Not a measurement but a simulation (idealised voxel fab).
process module | voxel transistor to metal
cross-section cut | 165 nm wide | cells 5 nm
A cross-section is a grid of square cells, given in bands from the top down. A band is one or more rows of cells.
Each band's line starts with the height of the band's top and of its bottom, in nm. Then come its materials from left to right, each with its width in nm. One material with "throughout" fills the band from edge to edge. "air" is empty space.
Height 0 is the level under which the wafer as received is all one material. The lowest band goes on downwards, as in "0 down".
A width such as "30 to 40" changes by the same amount from each row of cells to the next, from the band's top row to its bottom row.
"no change" after a step means that no cell of the cross-section changed.
closed voids: empty space of 8 cells or more with no open way to the top, each as width x height at its distance from the left edge, in nm
after a step's settings: what the simulator itself notes on the step
overlay nm, on a step with a mask: how far to the right of its planned place the mask lay; to the left if negative
plan
1 op RECEIVE | material Si
2 op CONFORMAL_DEP | material SiO2 | thk nm 5
3 op CONFORMAL_DEP | material SiN | thk nm 10
4 op DIRECTIONAL_DEP | material aC | thk nm 15
5 op PATTERN | tone cover | mask id ACTIVE | material resist | width nm 105 | thk nm 30 | overlay nm 0
6 op DIRECTIONAL_ETCH | etch materials aC | depth nm 15
7 op STRIP | etch materials resist
8 op DIRECTIONAL_ETCH | etch materials SiN | depth nm 10
9 op DIRECTIONAL_ETCH | etch materials SiO2 | depth nm 5
10 op DIRECTIONAL_ETCH | etch materials Si | depth nm 35
11 op STRIP | etch materials aC
12 op FILL_DEP | material SiO2 | thk nm 10
13 op CMP | height nm 15
14 op SELECTIVE_ETCH | etch materials SiO2 | depth nm 5
15 op STRIP | etch materials SiN
16 op SELECTIVE_ETCH | etch materials SiO2 | depth nm 5
17 op OXIDIZE | depth nm 5
18 op DIRECTIONAL_DEP | material polySi | thk nm 30
19 op DIRECTIONAL_DEP | material SiCN | thk nm 10
20 op PATTERN | tone cover | mask id GATE | material resist | width nm 25 | thk nm 20 | overlay nm 0
21 op DIRECTIONAL_ETCH | etch materials SiCN | depth nm 20
22 op DIRECTIONAL_ETCH | etch materials polySi | depth nm 40
23 op STRIP | etch materials resist
24 op CONFORMAL_DEP | material SiN | thk nm 10
25 op DIRECTIONAL_ETCH | etch materials SiN | depth nm 10
26 op DIRECTIONAL_ETCH | etch materials SiO2 | depth nm 5
27 op DIRECTIONAL_ETCH | etch materials Si | depth nm 5
28 op EPI | material pSi | thk nm 5
29 op FILL_DEP | material SiO2 | thk nm 10
30 op CMP | height nm 40
31 op DIRECTIONAL_DEP | material SiO2 | thk nm 15
32 op PATTERN | tone open | mask id CONTACT | material resist | width nm 30 | pitch nm 65 | thk nm 20 | overlay nm 0
33 op DIRECTIONAL_ETCH | etch materials SiO2 | depth nm 60
34 op STRIP | etch materials resist
35 op CONFORMAL_DEP | material TiN | thk nm 5
36 op FILL_DEP | material Ru | thk nm 5
37 op CMP | height nm 55
38 op DIRECTIONAL_DEP | material TiN | thk nm 5
39 op DIRECTIONAL_DEP | material Ru | thk nm 20
40 op PATTERN | tone cover | mask id METAL_1 | material resist | width nm 15 | pitch nm 80 | thk nm 20 | overlay nm 0
41 op DIRECTIONAL_ETCH | etch materials Ru | depth nm 20
42 op DIRECTIONAL_ETCH | etch materials TiN | depth nm 5
43 op STRIP | etch materials resist
44 op CONFORMAL_DEP | material SiN | thk nm 5
45 op FILL_DEP | material lowk | thk nm 10
46 op CMP | height nm 80
47 op CONFORMAL_DEP | material SiN | thk nm 5
first wafer, as planned
as received, after step 1
  0 down: Si throughout
  closed voids: none
after step 2
  5 to 0: SiO2 throughout
  below 0: unchanged
after step 3
  15 to 5: SiN throughout
  below 5: unchanged
after step 4
  30 to 15: aC throughout
  below 15: unchanged
after step 5
  60 to 30: air 30 | resist 105 | air 30
  below 30: unchanged
after step 6
  45 to 30: air 30 | resist 105 | air 30
  30 to 15: air 30 | aC 105 | air 30
  below 15: unchanged
after step 7
  30 to 15: air 30 | aC 105 | air 30
  below 15: unchanged
after step 8
  30 to 15: air 30 | aC 105 | air 30
  15 to 5: air 30 | SiN 105 | air 30
  below 5: unchanged
after step 9
  30 to 15: air 30 | aC 105 | air 30
  15 to 5: air 30 | SiN 105 | air 30
  5 to 0: air 30 | SiO2 105 | air 30
  below 0: unchanged
after step 10
  30 to 15: air 30 | aC 105 | air 30
  15 to 5: air 30 | SiN 105 | air 30
  5 to 0: air 30 | SiO2 105 | air 30
  0 to -35: air 30 | Si 105 | air 30
  below -35: unchanged
after step 11
  15 to 5: air 30 | SiN 105 | air 30
  below 5: unchanged
after step 12
  25 to 15: SiO2 throughout
  15 to 5: SiO2 30 | SiN 105 | SiO2 30
  5 to 0: SiO2 throughout
  0 to -35: SiO2 30 | Si 105 | SiO2 30
  below -35: unchanged
after step 13
  15 to 5: SiO2 30 | SiN 105 | SiO2 30
  below 5: unchanged
after step 14
  15 to 10: air 30 | SiN 105 | air 30
  below 10: unchanged
after step 15
  10 to 5: SiO2 30 | air 105 | SiO2 30
  below 5: unchanged
after step 16
  5 to 0: SiO2 25 | air 115 | SiO2 25
  below 0: unchanged
after step 17
  5 to 0: SiO2 25 | air 115 | SiO2 25
  0 to -5: SiO2 throughout
  below -5: unchanged
after step 18
  35 to 30: polySi 25 | air 115 | polySi 25
  30 to 5: polySi throughout
  5 to 0: SiO2 25 | polySi 115 | SiO2 25
  below 0: unchanged
after step 19
  45 to 40: SiCN 25 | air 115 | SiCN 25
  40 to 35: SiCN throughout
  35 to 30: polySi 25 | SiCN 115 | polySi 25
  below 30: unchanged
after step 20
  65 to 45: air 70 | resist 25 | air 70
  45 to 40: SiCN 25 | air 45 | resist 25 | air 45 | SiCN 25
  below 40: unchanged
after step 21
  65 to 40: air 70 | resist 25 | air 70
  40 to 35: air 70 | SiCN 25 | air 70
  35 to 30: polySi 25 | air 45 | SiCN 25 | air 45 | polySi 25
  below 30: unchanged
after step 22
  65 to 40: air 70 | resist 25 | air 70
  40 to 30: air 70 | SiCN 25 | air 70
  30 to 5: air 70 | polySi 25 | air 70
  5 to 0: SiO2 25 | air 45 | polySi 25 | air 45 | SiO2 25
  below 0: unchanged
after step 23
  40 to 30: air 70 | SiCN 25 | air 70
  below 30: unchanged
after step 24
  50 to 40: air 60 | SiN 45 | air 60
  40 to 30: air 60 | SiN 10 | SiCN 25 | SiN 10 | air 60
  30 to 15: air 60 | SiN 10 | polySi 25 | SiN 10 | air 60
  15 to 10: SiN 35 | air 25 | SiN 10 | polySi 25 | SiN 10 | air 25 | SiN 35
  10 to 5: SiN 70 | polySi 25 | SiN 70
  5 to 0: SiO2 25 | SiN 45 | polySi 25 | SiN 45 | SiO2 25
  below 0: unchanged
after step 25
  40 to 30: air 60 | SiN 10 | SiCN 25 | SiN 10 | air 60
  30 to 5: air 60 | SiN 10 | polySi 25 | SiN 10 | air 60
  5 to 0: SiO2 25 | SiN 10 | air 25 | SiN 10 | polySi 25 | SiN 10 | air 25 | SiN 10 | SiO2 25
  below 0: unchanged
after step 26
  40 to 30: air 60 | SiN 10 | SiCN 25 | SiN 10 | air 60
  30 to 5: air 60 | SiN 10 | polySi 25 | SiN 10 | air 60
  5 to 0: air 25 | SiN 10 | air 25 | SiN 10 | polySi 25 | SiN 10 | air 25 | SiN 10 | air 25
  0 to -5: SiO2 35 | air 25 | SiO2 45 | air 25 | SiO2 35
  below -5: unchanged
after step 27
  40 to 30: air 60 | SiN 10 | SiCN 25 | SiN 10 | air 60
  30 to 5: air 60 | SiN 10 | polySi 25 | SiN 10 | air 60
  5 to 0: air 25 | SiN 10 | air 25 | SiN 10 | polySi 25 | SiN 10 | air 25 | SiN 10 | air 25
  0 to -5: SiO2 35 | air 25 | SiO2 45 | air 25 | SiO2 35
  -5 to -10: SiO2 30 | Si 5 | air 25 | Si 45 | air 25 | Si 5 | SiO2 30
  below -10: unchanged
after step 28
  40 to 30: air 60 | SiN 10 | SiCN 25 | SiN 10 | air 60
  30 to 5: air 60 | SiN 10 | polySi 25 | SiN 10 | air 60
  5 to 0: air 25 | SiN 10 | air 25 | SiN 10 | polySi 25 | SiN 10 | air 25 | SiN 10 | air 25
  0 to -5: SiO2 35 | pSi 5 | air 15 | pSi 5 | SiO2 45 | pSi 5 | air 15 | pSi 5 | SiO2 35
  -5 to -10: SiO2 30 | Si 5 | pSi 25 | Si 45 | pSi 25 | Si 5 | SiO2 30
  below -10: unchanged
after step 29
  50 to 40: SiO2 throughout
  40 to 30: SiO2 60 | SiN 10 | SiCN 25 | SiN 10 | SiO2 60
  30 to 5: SiO2 60 | SiN 10 | polySi 25 | SiN 10 | SiO2 60
  5 to 0: SiO2 25 | SiN 10 | SiO2 25 | SiN 10 | polySi 25 | SiN 10 | SiO2 25 | SiN 10 | SiO2 25
  0 to -5: SiO2 35 | pSi 5 | SiO2 15 | pSi 5 | SiO2 45 | pSi 5 | SiO2 15 | pSi 5 | SiO2 35
  below -5: unchanged
after step 30
  40 to 30: SiO2 60 | SiN 10 | SiCN 25 | SiN 10 | SiO2 60
  below 30: unchanged
after step 31
  55 to 40: SiO2 throughout
  below 40: unchanged
after step 32
  75 to 55: resist 35 | air 30 | resist 35 | air 30 | resist 35
  below 55: unchanged
after step 33
  75 to 55: resist 35 | air 30 | resist 35 | air 30 | resist 35
  55 to 40: SiO2 35 | air 30 | SiO2 35 | air 30 | SiO2 35
  40 to 30: SiO2 35 | air 25 | SiN 10 | SiCN 25 | SiN 10 | air 25 | SiO2 35
  30 to 5: SiO2 35 | air 25 | SiN 10 | polySi 25 | SiN 10 | air 25 | SiO2 35
  5 to 0: SiO2 25 | SiN 10 | air 25 | SiN 10 | polySi 25 | SiN 10 | air 25 | SiN 10 | SiO2 25
  0 to -5: SiO2 35 | pSi 5 | air 15 | pSi 5 | SiO2 45 | pSi 5 | air 15 | pSi 5 | SiO2 35
  below -5: unchanged
after step 34
  55 to 40: SiO2 35 | air 30 | SiO2 35 | air 30 | SiO2 35
  below 40: unchanged
after step 35
  60 to 55: TiN 40 | air 20 | TiN 45 | air 20 | TiN 40
  55 to 45: SiO2 35 | TiN 5 | air 20 | TiN 5 | SiO2 35 | TiN 5 | air 20 | TiN 5 | SiO2 35
  45 to 40: SiO2 35 | TiN 5 | air 15 | TiN 10 | SiO2 35 | TiN 10 | air 15 | TiN 5 | SiO2 35
  40 to 30: SiO2 35 | TiN 5 | air 15 | TiN 5 | SiN 10 | SiCN 25 | SiN 10 | TiN 5 | air 15 | TiN 5 | SiO2 35
  30 to 5: SiO2 35 | TiN 5 | air 15 | TiN 5 | SiN 10 | polySi 25 | SiN 10 | TiN 5 | air 15 | TiN 5 | SiO2 35
  5 to 0: SiO2 25 | SiN 10 | TiN 10 | air 5 | TiN 10 | SiN 10 | polySi 25 | SiN 10 | TiN 10 | air 5 | TiN 10 | SiN 10 | SiO2 25
  0 to -5: SiO2 35 | pSi 5 | TiN 15 | pSi 5 | SiO2 45 | pSi 5 | TiN 15 | pSi 5 | SiO2 35
  below -5: unchanged
after step 36
  65 to 60: Ru throughout
  60 to 55: TiN 40 | Ru 20 | TiN 45 | Ru 20 | TiN 40
  55 to 45: SiO2 35 | TiN 5 | Ru 20 | TiN 5 | SiO2 35 | TiN 5 | Ru 20 | TiN 5 | SiO2 35
  45 to 40: SiO2 35 | TiN 5 | Ru 15 | TiN 10 | SiO2 35 | TiN 10 | Ru 15 | TiN 5 | SiO2 35
  40 to 30: SiO2 35 | TiN 5 | Ru 15 | TiN 5 | SiN 10 | SiCN 25 | SiN 10 | TiN 5 | Ru 15 | TiN 5 | SiO2 35
  30 to 5: SiO2 35 | TiN 5 | Ru 15 | TiN 5 | SiN 10 | polySi 25 | SiN 10 | TiN 5 | Ru 15 | TiN 5 | SiO2 35
  5 to 0: SiO2 25 | SiN 10 | TiN 10 | Ru 5 | TiN 10 | SiN 10 | polySi 25 | SiN 10 | TiN 10 | Ru 5 | TiN 10 | SiN 10 | SiO2 25
  below 0: unchanged
after step 37
  55 to 45: SiO2 35 | TiN 5 | Ru 20 | TiN 5 | SiO2 35 | TiN 5 | Ru 20 | TiN 5 | SiO2 35
  below 45: unchanged
after step 38
  60 to 55: TiN throughout
  below 55: unchanged
after step 39
  80 to 60: Ru throughout
  below 60: unchanged
after step 40
  100 to 80: air 35 | resist 15 | air 65 | resist 15 | air 35
  below 80: unchanged
after step 41
  100 to 80: air 35 | resist 15 | air 65 | resist 15 | air 35
  80 to 60: air 35 | Ru 15 | air 65 | Ru 15 | air 35
  below 60: unchanged
after step 42
  100 to 80: air 35 | resist 15 | air 65 | resist 15 | air 35
  80 to 60: air 35 | Ru 15 | air 65 | Ru 15 | air 35
  60 to 55: air 35 | TiN 15 | air 65 | TiN 15 | air 35
  below 55: unchanged
after step 43
  80 to 60: air 35 | Ru 15 | air 65 | Ru 15 | air 35
  below 60: unchanged
after step 44
  85 to 80: air 30 | SiN 25 | air 55 | SiN 25 | air 30
  80 to 60: air 30 | SiN 5 | Ru 15 | SiN 5 | air 55 | SiN 5 | Ru 15 | SiN 5 | air 30
  60 to 55: SiN 35 | TiN 15 | SiN 65 | TiN 15 | SiN 35
  below 55: unchanged
after step 45
  95 to 85: lowk throughout
  85 to 80: lowk 30 | SiN 25 | lowk 55 | SiN 25 | lowk 30
  80 to 60: lowk 30 | SiN 5 | Ru 15 | SiN 5 | lowk 55 | SiN 5 | Ru 15 | SiN 5 | lowk 30
  below 60: unchanged
after step 46
  80 to 60: lowk 30 | SiN 5 | Ru 15 | SiN 5 | lowk 55 | SiN 5 | Ru 15 | SiN 5 | lowk 30
  below 60: unchanged
after step 47
  85 to 80: SiN throughout
  below 80: unchanged
second wafer: like start, like plan, one mistake. Through step 9 it matches the first wafer
when step 10 should have ended
  30 to 15: air 30 | aC 105 | air 30
  15 to 5: air 30 | SiN 105 | air 30
  5 to 0: air 30 | SiO2 105 | air 30
  0 to -70: air 30 | Si 105 | air 30
  below -70: unchanged
when step 11 should have ended
  15 to 5: air 30 | SiN 105 | air 30
  below 5: unchanged
when step 12 should have ended
  25 to 15: SiO2 throughout
  15 to 5: SiO2 30 | SiN 105 | SiO2 30
  5 to 0: SiO2 throughout
  0 to -70: SiO2 30 | Si 105 | SiO2 30
  below -70: unchanged
when step 13 should have ended
  15 to 5: SiO2 30 | SiN 105 | SiO2 30
  below 5: unchanged
when step 14 should have ended
  15 to 10: air 30 | SiN 105 | air 30
  below 10: unchanged
when step 15 should have ended
  10 to 5: SiO2 30 | air 105 | SiO2 30
  below 5: unchanged
when step 16 should have ended
  5 to 0: SiO2 25 | air 115 | SiO2 25
  below 0: unchanged
when step 17 should have ended
  5 to 0: SiO2 25 | air 115 | SiO2 25
  0 to -5: SiO2 throughout
  below -5: unchanged
when step 18 should have ended
  35 to 30: polySi 25 | air 115 | polySi 25
  30 to 5: polySi throughout
  5 to 0: SiO2 25 | polySi 115 | SiO2 25
  below 0: unchanged
when step 19 should have ended
  45 to 40: SiCN 25 | air 115 | SiCN 25
  40 to 35: SiCN throughout
  35 to 30: polySi 25 | SiCN 115 | polySi 25
  below 30: unchanged
when step 20 should have ended
  65 to 45: air 70 | resist 25 | air 70
  45 to 40: SiCN 25 | air 45 | resist 25 | air 45 | SiCN 25
  below 40: unchanged
when step 21 should have ended
  65 to 40: air 70 | resist 25 | air 70
  40 to 35: air 70 | SiCN 25 | air 70
  35 to 30: polySi 25 | air 45 | SiCN 25 | air 45 | polySi 25
  below 30: unchanged
when step 22 should have ended
  65 to 40: air 70 | resist 25 | air 70
  40 to 30: air 70 | SiCN 25 | air 70
  30 to 5: air 70 | polySi 25 | air 70
  5 to 0: SiO2 25 | air 45 | polySi 25 | air 45 | SiO2 25
  below 0: unchanged
when step 23 should have ended
  40 to 30: air 70 | SiCN 25 | air 70
  below 30: unchanged
when step 24 should have ended
  50 to 40: air 60 | SiN 45 | air 60
  40 to 30: air 60 | SiN 10 | SiCN 25 | SiN 10 | air 60
  30 to 15: air 60 | SiN 10 | polySi 25 | SiN 10 | air 60
  15 to 10: SiN 35 | air 25 | SiN 10 | polySi 25 | SiN 10 | air 25 | SiN 35
  10 to 5: SiN 70 | polySi 25 | SiN 70
  5 to 0: SiO2 25 | SiN 45 | polySi 25 | SiN 45 | SiO2 25
  below 0: unchanged
when step 25 should have ended
  40 to 30: air 60 | SiN 10 | SiCN 25 | SiN 10 | air 60
  30 to 5: air 60 | SiN 10 | polySi 25 | SiN 10 | air 60
  5 to 0: SiO2 25 | SiN 10 | air 25 | SiN 10 | polySi 25 | SiN 10 | air 25 | SiN 10 | SiO2 25
  below 0: unchanged
when step 26 should have ended
  40 to 30: air 60 | SiN 10 | SiCN 25 | SiN 10 | air 60
  30 to 5: air 60 | SiN 10 | polySi 25 | SiN 10 | air 60
  5 to 0: air 25 | SiN 10 | air 25 | SiN 10 | polySi 25 | SiN 10 | air 25 | SiN 10 | air 25
  0 to -5: SiO2 35 | air 25 | SiO2 45 | air 25 | SiO2 35
  below -5: unchanged
when step 27 should have ended
  40 to 30: air 60 | SiN 10 | SiCN 25 | SiN 10 | air 60
  30 to 5: air 60 | SiN 10 | polySi 25 | SiN 10 | air 60
  5 to 0: air 25 | SiN 10 | air 25 | SiN 10 | polySi 25 | SiN 10 | air 25 | SiN 10 | air 25
  0 to -5: SiO2 35 | air 25 | SiO2 45 | air 25 | SiO2 35
  -5 to -10: SiO2 30 | Si 5 | air 25 | Si 45 | air 25 | Si 5 | SiO2 30
  below -10: unchanged
when step 28 should have ended
  40 to 30: air 60 | SiN 10 | SiCN 25 | SiN 10 | air 60
  30 to 5: air 60 | SiN 10 | polySi 25 | SiN 10 | air 60
  5 to 0: air 25 | SiN 10 | air 25 | SiN 10 | polySi 25 | SiN 10 | air 25 | SiN 10 | air 25
  0 to -5: SiO2 35 | pSi 5 | air 15 | pSi 5 | SiO2 45 | pSi 5 | air 15 | pSi 5 | SiO2 35
  -5 to -10: SiO2 30 | Si 5 | pSi 25 | Si 45 | pSi 25 | Si 5 | SiO2 30
  below -10: unchanged
when step 29 should have ended
  50 to 40: SiO2 throughout
  40 to 30: SiO2 60 | SiN 10 | SiCN 25 | SiN 10 | SiO2 60
  30 to 5: SiO2 60 | SiN 10 | polySi 25 | SiN 10 | SiO2 60
  5 to 0: SiO2 25 | SiN 10 | SiO2 25 | SiN 10 | polySi 25 | SiN 10 | SiO2 25 | SiN 10 | SiO2 25
  0 to -5: SiO2 35 | pSi 5 | SiO2 15 | pSi 5 | SiO2 45 | pSi 5 | SiO2 15 | pSi 5 | SiO2 35
  below -5: unchanged
when step 30 should have ended
  40 to 30: SiO2 60 | SiN 10 | SiCN 25 | SiN 10 | SiO2 60
  below 30: unchanged
when step 31 should have ended
  55 to 40: SiO2 throughout
  below 40: unchanged
when step 32 should have ended
  75 to 55: resist 35 | air 30 | resist 35 | air 30 | resist 35
  below 55: unchanged
when step 33 should have ended
  75 to 55: resist 35 | air 30 | resist 35 | air 30 | resist 35
  55 to 40: SiO2 35 | air 30 | SiO2 35 | air 30 | SiO2 35
  40 to 30: SiO2 35 | air 25 | SiN 10 | SiCN 25 | SiN 10 | air 25 | SiO2 35
  30 to 5: SiO2 35 | air 25 | SiN 10 | polySi 25 | SiN 10 | air 25 | SiO2 35
  5 to 0: SiO2 25 | SiN 10 | air 25 | SiN 10 | polySi 25 | SiN 10 | air 25 | SiN 10 | SiO2 25
  0 to -5: SiO2 35 | pSi 5 | air 15 | pSi 5 | SiO2 45 | pSi 5 | air 15 | pSi 5 | SiO2 35
  below -5: unchanged
when step 34 should have ended
  55 to 40: SiO2 35 | air 30 | SiO2 35 | air 30 | SiO2 35
  below 40: unchanged
when step 35 should have ended
  60 to 55: TiN 40 | air 20 | TiN 45 | air 20 | TiN 40
  55 to 45: SiO2 35 | TiN 5 | air 20 | TiN 5 | SiO2 35 | TiN 5 | air 20 | TiN 5 | SiO2 35
  45 to 40: SiO2 35 | TiN 5 | air 15 | TiN 10 | SiO2 35 | TiN 10 | air 15 | TiN 5 | SiO2 35
  40 to 30: SiO2 35 | TiN 5 | air 15 | TiN 5 | SiN 10 | SiCN 25 | SiN 10 | TiN 5 | air 15 | TiN 5 | SiO2 35
  30 to 5: SiO2 35 | TiN 5 | air 15 | TiN 5 | SiN 10 | polySi 25 | SiN 10 | TiN 5 | air 15 | TiN 5 | SiO2 35
  5 to 0: SiO2 25 | SiN 10 | TiN 10 | air 5 | TiN 10 | SiN 10 | polySi 25 | SiN 10 | TiN 10 | air 5 | TiN 10 | SiN 10 | SiO2 25
  0 to -5: SiO2 35 | pSi 5 | TiN 15 | pSi 5 | SiO2 45 | pSi 5 | TiN 15 | pSi 5 | SiO2 35
  below -5: unchanged
when step 36 should have ended
  65 to 60: Ru throughout
  60 to 55: TiN 40 | Ru 20 | TiN 45 | Ru 20 | TiN 40
  55 to 45: SiO2 35 | TiN 5 | Ru 20 | TiN 5 | SiO2 35 | TiN 5 | Ru 20 | TiN 5 | SiO2 35
  45 to 40: SiO2 35 | TiN 5 | Ru 15 | TiN 10 | SiO2 35 | TiN 10 | Ru 15 | TiN 5 | SiO2 35
  40 to 30: SiO2 35 | TiN 5 | Ru 15 | TiN 5 | SiN 10 | SiCN 25 | SiN 10 | TiN 5 | Ru 15 | TiN 5 | SiO2 35
  30 to 5: SiO2 35 | TiN 5 | Ru 15 | TiN 5 | SiN 10 | polySi 25 | SiN 10 | TiN 5 | Ru 15 | TiN 5 | SiO2 35
  5 to 0: SiO2 25 | SiN 10 | TiN 10 | Ru 5 | TiN 10 | SiN 10 | polySi 25 | SiN 10 | TiN 10 | Ru 5 | TiN 10 | SiN 10 | SiO2 25
  below 0: unchanged
when step 37 should have ended
  55 to 45: SiO2 35 | TiN 5 | Ru 20 | TiN 5 | SiO2 35 | TiN 5 | Ru 20 | TiN 5 | SiO2 35
  below 45: unchanged
when step 38 should have ended
  60 to 55: TiN throughout
  below 55: unchanged
when step 39 should have ended
  80 to 60: Ru throughout
  below 60: unchanged
when step 40 should have ended
  100 to 80: air 35 | resist 15 | air 65 | resist 15 | air 35
  below 80: unchanged
when step 41 should have ended
  100 to 80: air 35 | resist 15 | air 65 | resist 15 | air 35
  80 to 60: air 35 | Ru 15 | air 65 | Ru 15 | air 35
  below 60: unchanged
when step 42 should have ended
  100 to 80: air 35 | resist 15 | air 65 | resist 15 | air 35
  80 to 60: air 35 | Ru 15 | air 65 | Ru 15 | air 35
  60 to 55: air 35 | TiN 15 | air 65 | TiN 15 | air 35
  below 55: unchanged
when step 43 should have ended
  80 to 60: air 35 | Ru 15 | air 65 | Ru 15 | air 35
  below 60: unchanged
when step 44 should have ended
  85 to 80: air 30 | SiN 25 | air 55 | SiN 25 | air 30
  80 to 60: air 30 | SiN 5 | Ru 15 | SiN 5 | air 55 | SiN 5 | Ru 15 | SiN 5 | air 30
  60 to 55: SiN 35 | TiN 15 | SiN 65 | TiN 15 | SiN 35
  below 55: unchanged
when step 45 should have ended
  95 to 85: lowk throughout
  85 to 80: lowk 30 | SiN 25 | lowk 55 | SiN 25 | lowk 30
  80 to 60: lowk 30 | SiN 5 | Ru 15 | SiN 5 | lowk 55 | SiN 5 | Ru 15 | SiN 5 | lowk 30
  below 60: unchanged
when step 46 should have ended
  80 to 60: lowk 30 | SiN 5 | Ru 15 | SiN 5 | lowk 55 | SiN 5 | Ru 15 | SiN 5 | lowk 30
  below 60: unchanged
when step 47 should have ended
  85 to 80: SiN throughout
  below 80: unchanged
what went wrong: step 10 was run twice
at the end the second wafer has, in cells: 84 fewer of Si | 84 more of SiO2
